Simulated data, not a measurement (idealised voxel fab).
process module | voxel fin reveal
Displayed cross-section: cut, width of 280 nm, square cells sized 5 nm.
Bands, listed from the top down, are how a cross-section gets written in this document; the cross-section itself is a grid of square cells, and a band is one or more rows of them.
First you get the band's top height and its bottom height, in nm, and then the materials it's made of, left to right, with each width in nm. If you see a single material with "everywhere", that one covers the band edge to edge. "air" is empty space.
For the purposes of this specification, 0 denotes the height below which the wafer in its as-received condition is composed wholly of one material, and the lowermost band, lacking a lower limit, extends downward without end, as expressed in "top 0, no bottom".
Note: "30..40" means the width goes from the first number (top row of the band) to the second number (bottom row) in equal steps per row of cells.
A step reported as "no alterations made" is a step in which no cell of the cross-section changed.
Entry "Sealed-off cavities". Content: empty spaces with no open connection to the top, size 8 cells or greater. Each: width x height at distance. Distance: from left edge. Unit: nm.
Heads up: the bit after the settings on a step's line is the simulator's remark on that step.
On any step carrying a mask, the "overlay nm" setting, if present on the step's line, tells how far right of its planned place the mask lay; negative values point to the left.

**Listed below are the process steps as planned**
1,op RECEIVE | material Si
2,op CONFORMAL_DEP | material SiN | thk nm 5
3,op MASKED_ETCH | tone cover | mask id FINS | width nm 15 | pitch nm 40 | etch materials SiN | depth nm 5 | overlay nm 0
4,op MASKED_ETCH | tone cover | mask id FINS | width nm 15 | pitch nm 40 | etch materials Si | depth nm 35 | overlay nm 0
5,op OXIDIZE | depth nm 5
6,op FILL_DEP | material SiO2 | thk nm 15
7,op CMP | height nm 5
8,op SELECTIVE_ETCH | etch materials SiO2 | depth nm 30
9,op STRIP | etch materials SiN
The value of width nm given for step 4 in the plan refers to the first wafer; the wafers vary in this setting and are alike at the start.

**As-received cross-section, first of several wafers, post step 1**
top 0, no bottom = Si everywhere
Sealed-off cavities: none

**Each row below is a wafer at the end of the module, listing for every material the number of cells it has gained (+) or lost (-) since it was received, followed by its closed voids**
width nm 15, -424 Si, +159 SiO2, Sealed-off cavities: none
width nm 20, -403 Si, +150 SiO2, Sealed-off cavities: none
width nm 25, -382 Si, +141 SiO2, Sealed-off cavities: none
